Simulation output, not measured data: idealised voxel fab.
Process module, titled voxel capacitor over wiring
The cross-section shown here is cut; it is 300 nm wide and divided into square cells measuring 5 nm on a side.
In what follows, cross-sections appear as grids of square cells, described through bands that run from the top down, where every band is one or more rows of cells. In this notation a band is specified by the heights of its top and bottom, in that order and in nm, after which its materials appear from left to right, each paired with its width in nm. The word "edge to edge" attached to a single material means that material fills the band from edge to edge; the word "empty" stands for empty space. For the purposes of this specification, 0 denotes the height below which the wafer in its as-received condition is composed wholly of one material, and the lowermost band, lacking a lower limit, extends downward without end, as expressed in "0 -> down". The two numbers in a width such as "30..40" mark its ends across the band: the first belongs to the top row of cells, the second to the bottom row, and from each row to the next the width moves by the same amount. Step marked "left unchanged"? Then no cell in the cross-section changed in it. Closed empty spaces (no open way to the top) of 8 cells or more are what "Closed void roster" lists, each as width x height at distance from the left edge, nm for all three. Whatever follows a step's settings on its line is a remark the simulator itself makes about that step. "overlay nm" denotes, for a step that has a mask, the displacement of the mask to the right of its planned place, with negative values corresponding to the left.

**The following list gives the planned process steps**
1. RECEIVE (material Si)
2. CONFORMAL_DEP (material SiO2; thk nm 10)
3. DIRECTIONAL_DEP (material TiN; thk nm 5)
4. DIRECTIONAL_DEP (material W; thk nm 20)
5. DIRECTIONAL_DEP (material aC; thk nm 15)
6. PATTERN (tone cover; mask id METAL_1; material resist; width nm 30; pitch nm 95; thk nm 35; overlay nm 0)
7. DIRECTIONAL_ETCH (etch materials aC; depth nm 15)
8. STRIP (etch materials resist)
9. DIRECTIONAL_ETCH (etch materials W; depth nm 20)
10. DIRECTIONAL_ETCH (etch materials TiN; depth nm 5)
11. STRIP (etch materials aC)
12. FILL_DEP (material SiO2; thk nm 5)
13. CMP (height nm 35)
14. CONFORMAL_DEP (material SiCN; thk nm 5)
15. DIRECTIONAL_DEP (material lowk; thk nm 20)
16. PATTERN (tone open; mask id PLUG_1; material resist; width nm 15; thk nm 20; overlay nm 0)
17. DIRECTIONAL_ETCH (etch materials lowk; depth nm 20)
18. DIRECTIONAL_ETCH (etch materials SiCN; depth nm 5)
19. STRIP (etch materials resist)
20. CONFORMAL_DEP (material TiN; thk nm 5)
21. FILL_DEP (material Cu; thk nm 5)
22. CMP (height nm 60)
23. DIRECTIONAL_DEP (material TiN; thk nm 10)
24. DIRECTIONAL_DEP (material HfO2; thk nm 5)
25. DIRECTIONAL_DEP (material TiN; thk nm 5)
26. PATTERN (tone cover; mask id UPPER_PLATE; material resist; width nm 70; thk nm 20; overlay nm 0)
27. DIRECTIONAL_ETCH (etch materials TiN; depth nm 5)
28. DIRECTIONAL_ETCH (etch materials HfO2; depth nm 5)
29. STRIP (etch materials resist)
30. DIRECTIONAL_DEP (material aC; thk nm 15)
31. PATTERN (tone cover; mask id LOWER_PLATE; material resist; width nm 80; thk nm 30; overlay nm 0)
32. DIRECTIONAL_ETCH (etch materials aC; depth nm 15)
33. STRIP (etch materials resist)
34. DIRECTIONAL_ETCH (etch materials TiN; depth nm 10)
35. STRIP (etch materials aC)
36. FILL_DEP (material SiO2; thk nm 15)
37. CMP (height nm 90)
38. MASKED_ETCH (tone open; mask id PLUG_2; width nm 15; etch materials SiO2; depth nm 10; overlay nm 0)
39. CONFORMAL_DEP (material TiN; thk nm 5)
40. FILL_DEP (material Ru; thk nm 10)
41. CMP (height nm 90)
42. CONFORMAL_DEP (material SiN; thk nm 5)

**Step 1 complete: cross-section of the wafer as received**
* 0 -> down  Si edge to edge
* Closed void roster: none

**End state of the module in cross-section, given the above starting point and plan and one mistake in execution**
* 95 -> 90  SiN edge to edge
* 90 -> 85  SiO2 (100) | TiN (70) | SiO2 (130)
* 85 -> 75  SiO2 (95) | TiN (80) | SiO2 (125)
* 75 -> 70  HfO2 edge to edge
* 70 -> 60  TiN edge to edge
* 60 -> 40  lowk (100) | TiN (5) | Cu (5) | TiN (5) | lowk (185)
* 40 -> 35  SiCN (100) | TiN (15) | SiCN (185)
* 35 -> 15  SiO2 (85) | W (30) | SiO2 (65) | W (30) | SiO2 (90)
* 15 -> 10  SiO2 (85) | TiN (30) | SiO2 (65) | TiN (30) | SiO2 (90)
* 10 -> 0  SiO2 edge to edge
* 0 -> down  Si edge to edge
* Closed void roster: none
It is concluded that the wafer was processed incorrectly with respect to the plan, in that step 25 deviated from plan and actually ran as DIRECTIONAL_DEP (material TiN; thk nm 15)
